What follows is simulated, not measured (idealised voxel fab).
Presented below is a process module, voxel ribs on slabs.
Each square cell in cross-section cut measures 5 nm, and the section as a whole is 220 nm wide.
Notation: cross-section as square-cell grid; stated in bands, top first, going down; one or more cell rows per band.
Band entry format. Leading values: height of top, height of bottom, nm. Remainder: materials in left-to-right order, each with its width in nm. Special words: "everywhere" on a single material, which then fills the band edge to edge; "air", empty space.
Basically, 0 is our baseline, since under it the wafer straight out of the box is all one material. The bottom band has no lower end and keeps on going down, so it looks like "from 0 down".
Per-row width for "30->40": begins at first number (top row of band), ends at second number (bottom row), increment between rows held constant.
Where the words "no change" appear for a step, the cross-section shows no cell changed by that step; every cell remained as before.
"Cavities, sealed" - sealed voids, min. 8 cells, no opening to top; format: width x height at distance (distance from left edge; nm throughout).
Past the settings on a step's line: simulator remark, on that step.
overlay nm: step with mask; distance mask lay right of planned place; negative value = left of planned place.
THESE ARE THE STEPS WE PLANNED FOR THE PROCESS
- 1: RECEIVE with material Si
- 2: DIRECTIONAL_DEP with material SiO2, thk nm 30
- 3: DIRECTIONAL_DEP with material polySi, thk nm 15
- 4: MASKED_ETCH with tone cover, mask id RIB, width nm 15, etch materials polySi, depth nm 10, overlay nm 0
- 5: MASKED_ETCH with tone cover, mask id SLAB, width nm 65, etch materials polySi, depth nm 5, overlay nm 0
- 6: FILL_DEP with material SiO2, thk nm 25
- 7: CMP with height nm 65
- 8: DIRECTIONAL_DEP with material TiN, thk nm 10
- 9: PATTERN with tone cover, mask id HEATER, material resist, width nm 25, thk nm 20, overlay nm 0
- 10: DIRECTIONAL_ETCH with etch materials TiN, depth nm 10
- 11: STRIP with etch materials resist
- 12: CONFORMAL_DEP with material SiO2, thk nm 5
HERE'S WHAT THE WAFER LOOKED LIKE IN CROSS-SECTION WHEN IT ARRIVED - THAT'S AFTER STEP 1
> from 0 down: Si everywhere
> Cavities, sealed: none
CROSS-SECTIONAL RESULT AFTER MODULE COMPLETION. NOTE: STARTING CONDITION AND PLAN ARE UNCHANGED FROM ABOVE; ONE PROCESSING MISTAKE WAS MADE
> from 80 to 75: 100 SiO2 / 15 air / 105 SiO2
> from 75 to 70: 95 TiN / 5 SiO2 / 15 air / 5 SiO2 / 100 TiN
> from 70 to 65: 95 TiN / 25 SiO2 / 100 TiN
> from 65 to 45: SiO2 everywhere
> from 45 to 35: 100 SiO2 / 15 polySi / 105 SiO2
> from 35 to 30: 75 SiO2 / 65 polySi / 80 SiO2
> from 30 to 0: SiO2 everywhere
> from 0 down: Si everywhere
> Cavities, sealed: none
The plan and the run diverged here: contrary to plan, step 9 was performed as PATTERN with tone open, mask id HEATER, material resist, width nm 25, thk nm 20, overlay nm 0
